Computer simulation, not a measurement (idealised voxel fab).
This section sets out a process module, namely voxel capacitor over wiring.
In the cross-section labelled cut, the width is 170 nm and each square cell is 5 nm.
Bands, listed from the top down, are how a cross-section gets written in this document; the cross-section itself is a grid of square cells, and a band is one or more rows of them.
Band: top height; bottom height; in nm. Then, left to right: material with width in nm, for each material. "throughout": a single material spanning edge to edge. "air": empty space.
Convention: height 0 is the level below which the wafer, as received, is all one material. The lowest band does not terminate at the bottom but continues downward, represented as "top 0, no bottom".
So if you see something like "30..40" for the width, read it as the top row of the band sitting at the first number and the bottom row at the second, with every row in between moving by the same amount as the last.
The cross-section has no changed cell in any step marked "stayed the same".
In the "Trapped void list" entry, you get each enclosed empty space of 8 cells or more, one with no open way to the top, written width x height at distance, distance from the left edge, in nm.
That trailing text on a step's line, after the settings, is the simulator's own remark on the step.
overlay nm: mask offset rightward from planned place, masked step; negative means leftward offset.

**Planned step list for the process**
1) RECEIVE | material Si
2) CONFORMAL_DEP | material SiO2 | thk nm 10
3) DIRECTIONAL_DEP | material TiN | thk nm 5
4) DIRECTIONAL_DEP | material Ru | thk nm 15
5) PATTERN | tone cover | mask id METAL_1 | material resist | width nm 25 | pitch nm 85 | thk nm 15 | overlay nm 0
6) DIRECTIONAL_ETCH | etch materials Ru | depth nm 15
7) DIRECTIONAL_ETCH | etch materials TiN | depth nm 5
8) STRIP | etch materials resist
9) FILL_DEP | material lowk | thk nm 10
10) CMP | height nm 30
11) CONFORMAL_DEP | material SiCN | thk nm 5
12) DIRECTIONAL_DEP | material lowk | thk nm 10
13) PATTERN | tone open | mask id PLUG_1 | material resist | width nm 15 | thk nm 15 | overlay nm 0
14) DIRECTIONAL_ETCH | etch materials lowk | depth nm 10
15) DIRECTIONAL_ETCH | etch materials SiCN | depth nm 5
16) STRIP | etch materials resist
17) EPI | material Ru | thk nm 10
18) EPI | material Ru | thk nm 5
19) DIRECTIONAL_DEP | material TiN | thk nm 10
20) DIRECTIONAL_DEP | material Al2O3 | thk nm 5
21) DIRECTIONAL_DEP | material TiN | thk nm 5
22) MASKED_ETCH | tone cover | mask id UPPER_PLATE | width nm 65 | etch materials TiN | depth nm 5 | overlay nm 0
23) MASKED_ETCH | tone cover | mask id UPPER_PLATE | width nm 65 | etch materials Al2O3 | depth nm 5 | overlay nm 0
24) DIRECTIONAL_DEP | material aC | thk nm 15
25) PATTERN | tone cover | mask id LOWER_PLATE | material resist | width nm 75 | thk nm 35 | overlay nm 0
26) DIRECTIONAL_ETCH | etch materials aC | depth nm 15
27) STRIP | etch materials resist
28) DIRECTIONAL_ETCH | etch materials TiN | depth nm 10
29) STRIP | etch materials aC
30) FILL_DEP | material SiO2 | thk nm 20
31) CMP | height nm 80
32) DIRECTIONAL_DEP | material aC | thk nm 15
33) PATTERN | tone open | mask id PLUG_2 | material resist | width nm 15 | thk nm 30 | overlay nm 0
34) DIRECTIONAL_ETCH | etch materials aC | depth nm 15
35) STRIP | etch materials resist
36) DIRECTIONAL_ETCH | etch materials SiO2 | depth nm 15
37) STRIP | etch materials aC
38) CONFORMAL_DEP | material TiN | thk nm 5
39) FILL_DEP | material Cu | thk nm 5
40) CMP | height nm 80
41) CONFORMAL_DEP | material SiN | thk nm 5

**Run as planned: first of two wafers**

**Delivered wafer in cross-section: state after step 1**
* top 0, no bottom | Si throughout
* Trapped void list: none

**Take a look at the wafer's cross-section after step 2**
* top 10, bottom 0 | SiO2 throughout
* Anything lower than 0 is untouched.

**Take a look at the wafer's cross-section after step 3**
* top 15, bottom 10 | TiN throughout
* Anything lower than 10 is untouched.

**Take a look at the wafer's cross-section after step 4**
* top 30, bottom 15 | Ru throughout
* Anything lower than 15 is untouched.

**Take a look at the wafer's cross-section after step 5**
* top 45, bottom 30 | air 30; resist 25; air 60; resist 25; air 30
* Anything lower than 30 is untouched.

**Take a look at the wafer's cross-section after step 6**
* top 45, bottom 30 | air 30; resist 25; air 60; resist 25; air 30
* top 30, bottom 15 | air 30; Ru 25; air 60; Ru 25; air 30
* Anything lower than 15 is untouched.

**Take a look at the wafer's cross-section after step 7**
* top 45, bottom 30 | air 30; resist 25; air 60; resist 25; air 30
* top 30, bottom 15 | air 30; Ru 25; air 60; Ru 25; air 30
* top 15, bottom 10 | air 30; TiN 25; air 60; TiN 25; air 30
* Anything lower than 10 is untouched.

**Take a look at the wafer's cross-section after step 8**
* top 30, bottom 15 | air 30; Ru 25; air 60; Ru 25; air 30
* Anything lower than 15 is untouched.

**Take a look at the wafer's cross-section after step 9**
* top 40, bottom 30 | lowk throughout
* top 30, bottom 15 | lowk 30; Ru 25; lowk 60; Ru 25; lowk 30
* top 15, bottom 10 | lowk 30; TiN 25; lowk 60; TiN 25; lowk 30
* Anything lower than 10 is untouched.

**Take a look at the wafer's cross-section after step 10**
* top 30, bottom 15 | lowk 30; Ru 25; lowk 60; Ru 25; lowk 30
* Anything lower than 15 is untouched.

**Take a look at the wafer's cross-section after step 11**
* top 35, bottom 30 | SiCN throughout
* Anything lower than 30 is untouched.

**Take a look at the wafer's cross-section after step 12**
* top 45, bottom 35 | lowk throughout
* Anything lower than 35 is untouched.

**Take a look at the wafer's cross-section after step 13**
* top 60, bottom 45 | resist 40; air 15; resist 115
* Anything lower than 45 is untouched.

**Take a look at the wafer's cross-section after step 14**
* top 60, bottom 45 | resist 40; air 15; resist 115
* top 45, bottom 35 | lowk 40; air 15; lowk 115
* Anything lower than 35 is untouched.

**Take a look at the wafer's cross-section after step 15**
* top 60, bottom 45 | resist 40; air 15; resist 115
* top 45, bottom 35 | lowk 40; air 15; lowk 115
* top 35, bottom 30 | SiCN 40; air 15; SiCN 115
* Anything lower than 30 is untouched.

**Take a look at the wafer's cross-section after step 16**
* top 45, bottom 35 | lowk 40; air 15; lowk 115
* Anything lower than 35 is untouched.

**Take a look at the wafer's cross-section after step 17**
* top 45, bottom 40 | lowk 40; air 15; lowk 115
* top 40, bottom 35 | lowk 40; Ru 15; lowk 115
* top 35, bottom 30 | SiCN 40; Ru 15; SiCN 115
* Anything lower than 30 is untouched.

**Take a look at the wafer's cross-section after step 18**
* top 45, bottom 35 | lowk 40; Ru 15; lowk 115
* Anything lower than 35 is untouched.

**Take a look at the wafer's cross-section after step 19**
* top 55, bottom 45 | TiN throughout
* Anything lower than 45 is untouched.

**Take a look at the wafer's cross-section after step 20**
* top 60, bottom 55 | Al2O3 throughout
* Anything lower than 55 is untouched.

**Take a look at the wafer's cross-section after step 21**
* top 65, bottom 60 | TiN throughout
* Anything lower than 60 is untouched.

**Take a look at the wafer's cross-section after step 22**
* top 65, bottom 60 | air 40; TiN 65; air 65
* Anything lower than 60 is untouched.

**Take a look at the wafer's cross-section after step 23**
* top 65, bottom 60 | air 40; TiN 65; air 65
* top 60, bottom 55 | air 40; Al2O3 65; air 65
* Anything lower than 55 is untouched.

**Take a look at the wafer's cross-section after step 24**
* top 80, bottom 70 | air 40; aC 65; air 65
* top 70, bottom 65 | aC throughout
* top 65, bottom 60 | aC 40; TiN 65; aC 65
* top 60, bottom 55 | aC 40; Al2O3 65; aC 65
* Anything lower than 55 is untouched.

**Take a look at the wafer's cross-section after step 25**
* top 115, bottom 80 | air 35; resist 75; air 60
* top 80, bottom 70 | air 35; resist 5; aC 65; resist 5; air 60
* Anything lower than 70 is untouched.

**Take a look at the wafer's cross-section after step 26**
* top 100, bottom 80 | air 35; resist 75; air 60
* top 80, bottom 70 | air 35; resist 5; aC 65; resist 5; air 60
* top 70, bottom 65 | air 35; aC 75; air 60
* top 65, bottom 60 | air 35; aC 5; TiN 65; aC 5; air 60
* top 60, bottom 55 | air 35; aC 5; Al2O3 65; aC 5; air 60
* Anything lower than 55 is untouched.

**Take a look at the wafer's cross-section after step 27**
* top 80, bottom 70 | air 40; aC 65; air 65
* Anything lower than 70 is untouched.

**Take a look at the wafer's cross-section after step 28**
* top 80, bottom 70 | air 40; aC 65; air 65
* top 70, bottom 65 | air 35; aC 75; air 60
* top 65, bottom 60 | air 35; aC 5; TiN 65; aC 5; air 60
* top 60, bottom 55 | air 35; aC 5; Al2O3 65; aC 5; air 60
* top 55, bottom 45 | air 35; TiN 75; air 60
* Anything lower than 45 is untouched.

**Take a look at the wafer's cross-section after step 29**
* top 65, bottom 60 | air 40; TiN 65; air 65
* top 60, bottom 55 | air 40; Al2O3 65; air 65
* Anything lower than 55 is untouched.

**Take a look at the wafer's cross-section after step 30**
* top 85, bottom 65 | SiO2 throughout
* top 65, bottom 60 | SiO2 40; TiN 65; SiO2 65
* top 60, bottom 55 | SiO2 40; Al2O3 65; SiO2 65
* top 55, bottom 45 | SiO2 35; TiN 75; SiO2 60
* Anything lower than 45 is untouched.

**Take a look at the wafer's cross-section after step 31**
* top 80, bottom 65 | SiO2 throughout
* Anything lower than 65 is untouched.

**Take a look at the wafer's cross-section after step 32**
* top 95, bottom 80 | aC throughout
* Anything lower than 80 is untouched.

**Take a look at the wafer's cross-section after step 33**
* top 125, bottom 95 | resist 50; air 15; resist 105
* Anything lower than 95 is untouched.

**Take a look at the wafer's cross-section after step 34**
* top 110, bottom 95 | resist 50; air 15; resist 105
* top 95, bottom 80 | aC 50; air 15; aC 105
* Anything lower than 80 is untouched.

**Take a look at the wafer's cross-section after step 35**
* top 95, bottom 80 | aC 50; air 15; aC 105
* Anything lower than 80 is untouched.

**Take a look at the wafer's cross-section after step 36**
* top 95, bottom 80 | aC 50; air 15; aC 105
* top 80, bottom 65 | SiO2 50; air 15; SiO2 105
* Anything lower than 65 is untouched.

**Take a look at the wafer's cross-section after step 37**
* top 80, bottom 65 | SiO2 50; air 15; SiO2 105
* Anything lower than 65 is untouched.

**Take a look at the wafer's cross-section after step 38**
* top 85, bottom 80 | TiN 55; air 5; TiN 110
* top 80, bottom 70 | SiO2 50; TiN 5; air 5; TiN 5; SiO2 105
* top 70, bottom 60 | SiO2 50..40; TiN 15..65; SiO2 105..65
* Anything lower than 60 is untouched.

**Take a look at the wafer's cross-section after step 39**
* top 90, bottom 85 | Cu throughout
* top 85, bottom 80 | TiN 55; Cu 5; TiN 110
* top 80, bottom 70 | SiO2 50; TiN 5; Cu 5; TiN 5; SiO2 105
* Anything lower than 70 is untouched.

**Take a look at the wafer's cross-section after step 40**
* top 80, bottom 70 | SiO2 50; TiN 5; Cu 5; TiN 5; SiO2 105
* Anything lower than 70 is untouched.

**Take a look at the wafer's cross-section after step 41**
* top 85, bottom 80 | SiN throughout
* Anything lower than 80 is untouched.

**Wafer two. Identical start, identical plan. One mistake in execution. Identical history through step 32**

**Cross-sectional representation of the second wafer at the time designated in the plan for the completion of step 33**
* top 125, bottom 95 | air 50; resist 15; air 105
* Anything lower than 95 is untouched.

**Cross-sectional representation of the second wafer at the time designated in the plan for the completion of step 34**
* top 110, bottom 95 | air 50; resist 15; air 105
* top 95, bottom 80 | air 50; aC 15; air 105
* Anything lower than 80 is untouched.

**Cross-sectional representation of the second wafer at the time designated in the plan for the completion of step 35**
* top 95, bottom 80 | air 50; aC 15; air 105
* Anything lower than 80 is untouched.

**Cross-sectional representation of the second wafer at the time designated in the plan for the completion of step 36**
* top 95, bottom 80 | air 50; aC 15; air 105
* top 80, bottom 65 | air 50; SiO2 15; air 105
* Anything lower than 65 is untouched.

**Cross-sectional representation of the second wafer at the time designated in the plan for the completion of step 37**
* top 80, bottom 65 | air 50; SiO2 15; air 105
* Anything lower than 65 is untouched.

**Cross-sectional representation of the second wafer at the time designated in the plan for the completion of step 38**
* top 85, bottom 80 | air 45; TiN 25; air 100
* top 80, bottom 70 | air 45; TiN 5; SiO2 15; TiN 5; air 100
* top 70, bottom 65 | TiN 50; SiO2 15; TiN 105
* Anything lower than 65 is untouched.

**Cross-sectional representation of the second wafer at the time designated in the plan for the completion of step 39**
* top 90, bottom 85 | Cu throughout
* top 85, bottom 80 | Cu 45; TiN 25; Cu 100
* top 80, bottom 70 | Cu 45; TiN 5; SiO2 15; TiN 5; Cu 100
* Anything lower than 70 is untouched.

**Cross-sectional representation of the second wafer at the time designated in the plan for the completion of step 40**
* top 80, bottom 70 | Cu 45; TiN 5; SiO2 15; TiN 5; Cu 100
* Anything lower than 70 is untouched.

**Cross-sectional representation of the second wafer at the time designated in the plan for the completion of step 41**
* top 85, bottom 80 | SiN throughout
* Anything lower than 80 is untouched.
The plan and the run diverged here: step 33 changed vs plan, executed as PATTERN | tone cover | mask id PLUG_2 | material resist | width nm 15 | thk nm 30 | overlay nm 0
Wrapping up, a cell-based count of both wafers puts the second over or under the first for these materials: Cu +56, SiO2 -84, TiN +28
